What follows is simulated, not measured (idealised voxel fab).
A process module follows: voxel capacitor over wiring.
The figure presents cross-section cut, which has a width of 185 nm and is divided into square cells with an edge length of 5 nm.
In this document a cross-section is written as a grid of square cells. It is given as a series of bands, listed from the top down, and a band is one or more rows of cells.
Band: top height; bottom height; in nm. Then, left to right: material with width in nm, for each material. "throughout": a single material spanning edge to edge. "empty": empty space.
Ref level 0: as-received wafer is one material below here. Bottom band extends down with no lower bound ("top 0, no bottom").
Width: "30 to 40" (first number = top row, second number = bottom row, same change from row to row of cells).
"left unchanged" (step): cross-section cells unchanged, all of them.
Entry "Enclosed void entries" = empty spaces >= 8 cells with no open way to the top; each as width x height at distance, distance from left edge, all nm.
What comes after the settings on a step's line is commentary from the simulator itself on that step.
overlay nm: on a step with a mask, how far right of its planned place the mask lay; negative means left.

List of planned process steps:
1. RECEIVE, material Si
2. CONFORMAL_DEP, material SiO2, thk nm 10
3. CONFORMAL_DEP, material SiCN, thk nm 5
4. DIRECTIONAL_DEP, material lowk, thk nm 15
5. MASKED_ETCH, tone open, mask id METAL_1, width nm 30, pitch nm 85, etch materials lowk, depth nm 15, overlay nm 0
6. MASKED_ETCH, tone open, mask id METAL_1, width nm 30, pitch nm 85, etch materials SiCN, depth nm 5, overlay nm 0
7. CONFORMAL_DEP, material TiN, thk nm 5
8. FILL_DEP, material Cu, thk nm 5
9. CMP, height nm 30
10. CONFORMAL_DEP, material SiCN, thk nm 5
11. DIRECTIONAL_DEP, material SiO2, thk nm 10
12. PATTERN, tone open, mask id PLUG_1, material resist, width nm 15, thk nm 20, overlay nm 0
13. DIRECTIONAL_ETCH, etch materials SiO2, depth nm 10
14. DIRECTIONAL_ETCH, etch materials SiCN, depth nm 5
15. STRIP, etch materials resist
16. CONFORMAL_DEP, material TiN, thk nm 5
17. FILL_DEP, material Cu, thk nm 5
18. CMP, height nm 45
19. DIRECTIONAL_DEP, material TiN, thk nm 5
20. DIRECTIONAL_DEP, material SiN, thk nm 5
21. DIRECTIONAL_DEP, material TiN, thk nm 5
22. PATTERN, tone cover, mask id UPPER_PLATE, material resist, width nm 60, thk nm 20, overlay nm 0
23. DIRECTIONAL_ETCH, etch materials TiN, depth nm 5
24. DIRECTIONAL_ETCH, etch materials SiN, depth nm 5
25. STRIP, etch materials resist
26. PATTERN, tone cover, mask id LOWER_PLATE, material resist, width nm 70, thk nm 20, overlay nm 0
27. DIRECTIONAL_ETCH, etch materials TiN, depth nm 5
28. STRIP, etch materials resist
29. FILL_DEP, material SiO2, thk nm 20
30. CMP, height nm 75
31. MASKED_ETCH, tone open, mask id PLUG_2, width nm 15, etch materials SiO2, depth nm 15, overlay nm 0
32. CONFORMAL_DEP, material TiN, thk nm 5
33. FILL_DEP, material Ru, thk nm 5
34. CMP, height nm 75
35. CONFORMAL_DEP, material SiCN, thk nm 5

First wafer of two (run as planned):

Cross-sectional view of the wafer in its as-received condition, corresponding to the state after step 1:
- top 0, no bottom | Si throughout
- Enclosed void entries: none

You're looking at a cross-section of the wafer after step 2:
- top 10, bottom 0 | SiO2 throughout
- Rest of section, below 0: as before.

You're looking at a cross-section of the wafer after step 3:
- top 15, bottom 10 | SiCN throughout
- Rest of section, below 10: as before.

You're looking at a cross-section of the wafer after step 4:
- top 30, bottom 15 | lowk throughout
- Rest of section, below 15: as before.

You're looking at a cross-section of the wafer after step 5:
- top 30, bottom 15 | 35 nm lowk  30 nm empty  55 nm lowk  30 nm empty  35 nm lowk
- Rest of section, below 15: as before.

You're looking at a cross-section of the wafer after step 6:
- top 30, bottom 15 | 35 nm lowk  30 nm empty  55 nm lowk  30 nm empty  35 nm lowk
- top 15, bottom 10 | 35 nm SiCN  30 nm empty  55 nm SiCN  30 nm empty  35 nm SiCN
- Rest of section, below 10: as before.

You're looking at a cross-section of the wafer after step 7:
- top 35, bottom 30 | 40 nm TiN  20 nm empty  65 nm TiN  20 nm empty  40 nm TiN
- top 30, bottom 15 | 35 nm lowk  5 nm TiN  20 nm empty  5 nm TiN  55 nm lowk  5 nm TiN  20 nm empty  5 nm TiN  35 nm lowk
- top 15, bottom 10 | 35 nm SiCN  30 nm TiN  55 nm SiCN  30 nm TiN  35 nm SiCN
- Rest of section, below 10: as before.

You're looking at a cross-section of the wafer after step 8:
- top 40, bottom 35 | Cu throughout
- top 35, bottom 30 | 40 nm TiN  20 nm Cu  65 nm TiN  20 nm Cu  40 nm TiN
- top 30, bottom 15 | 35 nm lowk  5 nm TiN  20 nm Cu  5 nm TiN  55 nm lowk  5 nm TiN  20 nm Cu  5 nm TiN  35 nm lowk
- Rest of section, below 15: as before.

You're looking at a cross-section of the wafer after step 9:
- top 30, bottom 15 | 35 nm lowk  5 nm TiN  20 nm Cu  5 nm TiN  55 nm lowk  5 nm TiN  20 nm Cu  5 nm TiN  35 nm lowk
- Rest of section, below 15: as before.

You're looking at a cross-section of the wafer after step 10:
- top 35, bottom 30 | SiCN throughout
- Rest of section, below 30: as before.

You're looking at a cross-section of the wafer after step 11:
- top 45, bottom 35 | SiO2 throughout
- Rest of section, below 35: as before.

You're looking at a cross-section of the wafer after step 12:
- top 65, bottom 45 | 50 nm resist  15 nm empty  120 nm resist
- Rest of section, below 45: as before.

You're looking at a cross-section of the wafer after step 13:
- top 65, bottom 45 | 50 nm resist  15 nm empty  120 nm resist
- top 45, bottom 35 | 50 nm SiO2  15 nm empty  120 nm SiO2
- Rest of section, below 35: as before.

You're looking at a cross-section of the wafer after step 14:
- top 65, bottom 45 | 50 nm resist  15 nm empty  120 nm resist
- top 45, bottom 35 | 50 nm SiO2  15 nm empty  120 nm SiO2
- top 35, bottom 30 | 50 nm SiCN  15 nm empty  120 nm SiCN
- Rest of section, below 30: as before.

You're looking at a cross-section of the wafer after step 15:
- top 45, bottom 35 | 50 nm SiO2  15 nm empty  120 nm SiO2
- Rest of section, below 35: as before.

You're looking at a cross-section of the wafer after step 16:
- top 50, bottom 45 | 55 nm TiN  5 nm empty  125 nm TiN
- top 45, bottom 35 | 50 nm SiO2  5 nm TiN  5 nm empty  5 nm TiN  120 nm SiO2
- top 35, bottom 30 | 50 nm SiCN  15 nm TiN  120 nm SiCN
- Rest of section, below 30: as before.

You're looking at a cross-section of the wafer after step 17:
- top 55, bottom 50 | Cu throughout
- top 50, bottom 45 | 55 nm TiN  5 nm Cu  125 nm TiN
- top 45, bottom 35 | 50 nm SiO2  5 nm TiN  5 nm Cu  5 nm TiN  120 nm SiO2
- Rest of section, below 35: as before.

You're looking at a cross-section of the wafer after step 18:
- top 45, bottom 35 | 50 nm SiO2  5 nm TiN  5 nm Cu  5 nm TiN  120 nm SiO2
- Rest of section, below 35: as before.

You're looking at a cross-section of the wafer after step 19:
- top 50, bottom 45 | TiN throughout
- Rest of section, below 45: as before.

You're looking at a cross-section of the wafer after step 20:
- top 55, bottom 50 | SiN throughout
- Rest of section, below 50: as before.

You're looking at a cross-section of the wafer after step 21:
- top 60, bottom 55 | TiN throughout
- Rest of section, below 55: as before.

You're looking at a cross-section of the wafer after step 22:
- top 80, bottom 60 | 50 nm empty  60 nm resist  75 nm empty
- Rest of section, below 60: as before.

You're looking at a cross-section of the wafer after step 23:
- top 80, bottom 60 | 50 nm empty  60 nm resist  75 nm empty
- top 60, bottom 55 | 50 nm empty  60 nm TiN  75 nm empty
- Rest of section, below 55: as before.

You're looking at a cross-section of the wafer after step 24:
- top 80, bottom 60 | 50 nm empty  60 nm resist  75 nm empty
- top 60, bottom 55 | 50 nm empty  60 nm TiN  75 nm empty
- top 55, bottom 50 | 50 nm empty  60 nm SiN  75 nm empty
- Rest of section, below 50: as before.

You're looking at a cross-section of the wafer after step 25:
- top 60, bottom 55 | 50 nm empty  60 nm TiN  75 nm empty
- Rest of section, below 55: as before.

You're looking at a cross-section of the wafer after step 26:
- top 80, bottom 60 | 45 nm empty  70 nm resist  70 nm empty
- top 60, bottom 55 | 45 nm empty  5 nm resist  60 nm TiN  5 nm resist  70 nm empty
- top 55, bottom 50 | 45 nm empty  5 nm resist  60 nm SiN  5 nm resist  70 nm empty
- Rest of section, below 50: as before.

You're looking at a cross-section of the wafer after step 27:
- top 80, bottom 60 | 45 nm empty  70 nm resist  70 nm empty
- top 60, bottom 55 | 45 nm empty  5 nm resist  60 nm TiN  5 nm resist  70 nm empty
- top 55, bottom 50 | 45 nm empty  5 nm resist  60 nm SiN  5 nm resist  70 nm empty
- top 50, bottom 45 | 45 nm empty  70 nm TiN  70 nm empty
- Rest of section, below 45: as before.

You're looking at a cross-section of the wafer after step 28:
- top 60, bottom 55 | 50 nm empty  60 nm TiN  75 nm empty
- top 55, bottom 50 | 50 nm empty  60 nm SiN  75 nm empty
- Rest of section, below 50: as before.

You're looking at a cross-section of the wafer after step 29:
- top 80, bottom 60 | SiO2 throughout
- top 60, bottom 55 | 50 nm SiO2  60 nm TiN  75 nm SiO2
- top 55, bottom 50 | 50 nm SiO2  60 nm SiN  75 nm SiO2
- top 50, bottom 45 | 45 nm SiO2  70 nm TiN  70 nm SiO2
- Rest of section, below 45: as before.

You're looking at a cross-section of the wafer after step 30:
- top 75, bottom 60 | SiO2 throughout
- Rest of section, below 60: as before.

You're looking at a cross-section of the wafer after step 31:
- top 75, bottom 60 | 60 nm SiO2  15 nm empty  110 nm SiO2
- Rest of section, below 60: as before.

You're looking at a cross-section of the wafer after step 32:
- top 80, bottom 75 | 65 nm TiN  5 nm empty  115 nm TiN
- top 75, bottom 65 | 60 nm SiO2  5 nm TiN  5 nm empty  5 nm TiN  110 nm SiO2
- top 65, bottom 55 | 60 to 50 nm SiO2  15 to 60 nm TiN  110 to 75 nm SiO2
- Rest of section, below 55: as before.

You're looking at a cross-section of the wafer after step 33:
- top 85, bottom 80 | Ru throughout
- top 80, bottom 75 | 65 nm TiN  5 nm Ru  115 nm TiN
- top 75, bottom 65 | 60 nm SiO2  5 nm TiN  5 nm Ru  5 nm TiN  110 nm SiO2
- Rest of section, below 65: as before.

You're looking at a cross-section of the wafer after step 34:
- top 75, bottom 65 | 60 nm SiO2  5 nm TiN  5 nm Ru  5 nm TiN  110 nm SiO2
- Rest of section, below 65: as before.

You're looking at a cross-section of the wafer after step 35:
- top 80, bottom 75 | SiCN throughout
- Rest of section, below 75: as before.

The second wafer was prepared from the same starting point and under the same plan as the first; its processing contained one mistake, and it remains indistinguishable from the first wafer up to and including step 19:

At the planned end of step 20, the second wafer in cross-section:
- top 55, bottom 45 | TiN throughout
- Rest of section, below 45: as before.

At the planned end of step 21, the second wafer in cross-section:
- top 60, bottom 55 | SiN throughout
- Rest of section, below 55: as before.

At the planned end of step 22, the second wafer in cross-section:
- top 80, bottom 60 | 50 nm empty  60 nm resist  75 nm empty
- Rest of section, below 60: as before.

At the planned end of step 23, the second wafer in cross-section: left unchanged

At the planned end of step 24, the second wafer in cross-section:
- top 80, bottom 60 | 50 nm empty  60 nm resist  75 nm empty
- top 60, bottom 55 | 50 nm empty  60 nm SiN  75 nm empty
- Rest of section, below 55: as before.

At the planned end of step 25, the second wafer in cross-section:
- top 60, bottom 55 | 50 nm empty  60 nm SiN  75 nm empty
- Rest of section, below 55: as before.

At the planned end of step 26, the second wafer in cross-section:
- top 80, bottom 60 | 45 nm empty  70 nm resist  70 nm empty
- top 60, bottom 55 | 45 nm empty  5 nm resist  60 nm SiN  5 nm resist  70 nm empty
- Rest of section, below 55: as before.

At the planned end of step 27, the second wafer in cross-section:
- top 80, bottom 60 | 45 nm empty  70 nm resist  70 nm empty
- top 60, bottom 55 | 45 nm empty  5 nm resist  60 nm SiN  5 nm resist  70 nm empty
- top 55, bottom 50 | 45 nm empty  70 nm TiN  70 nm empty
- Rest of section, below 50: as before.

At the planned end of step 28, the second wafer in cross-section:
- top 60, bottom 55 | 50 nm empty  60 nm SiN  75 nm empty
- Rest of section, below 55: as before.

At the planned end of step 29, the second wafer in cross-section:
- top 80, bottom 60 | SiO2 throughout
- top 60, bottom 55 | 50 nm SiO2  60 nm SiN  75 nm SiO2
- top 55, bottom 50 | 45 nm SiO2  70 nm TiN  70 nm SiO2
- Rest of section, below 50: as before.

At the planned end of step 30, the second wafer in cross-section:
- top 75, bottom 60 | SiO2 throughout
- Rest of section, below 60: as before.

At the planned end of step 31, the second wafer in cross-section:
- top 75, bottom 60 | 60 nm SiO2  15 nm empty  110 nm SiO2
- Rest of section, below 60: as before.

At the planned end of step 32, the second wafer in cross-section:
- top 80, bottom 75 | 65 nm TiN  5 nm empty  115 nm TiN
- top 75, bottom 65 | 60 nm SiO2  5 nm TiN  5 nm empty  5 nm TiN  110 nm SiO2
- top 65, bottom 60 | 60 nm SiO2  15 nm TiN  110 nm SiO2
- Rest of section, below 60: as before.

At the planned end of step 33, the second wafer in cross-section:
- top 85, bottom 80 | Ru throughout
- top 80, bottom 75 | 65 nm TiN  5 nm Ru  115 nm TiN
- top 75, bottom 65 | 60 nm SiO2  5 nm TiN  5 nm Ru  5 nm TiN  110 nm SiO2
- Rest of section, below 65: as before.

At the planned end of step 34, the second wafer in cross-section:
- top 75, bottom 65 | 60 nm SiO2  5 nm TiN  5 nm Ru  5 nm TiN  110 nm SiO2
- Rest of section, below 65: as before.

At the planned end of step 35, the second wafer in cross-section:
- top 80, bottom 75 | SiCN throughout
- Rest of section, below 75: as before.
Misprocessing identified: contrary to the plan, steps 20 and 21 were processed in exchanged order
Upon completion, the second wafer contains, in terms of cells, a greater or smaller amount of certain materials than the first wafer: SiO2 -25, TiN +25
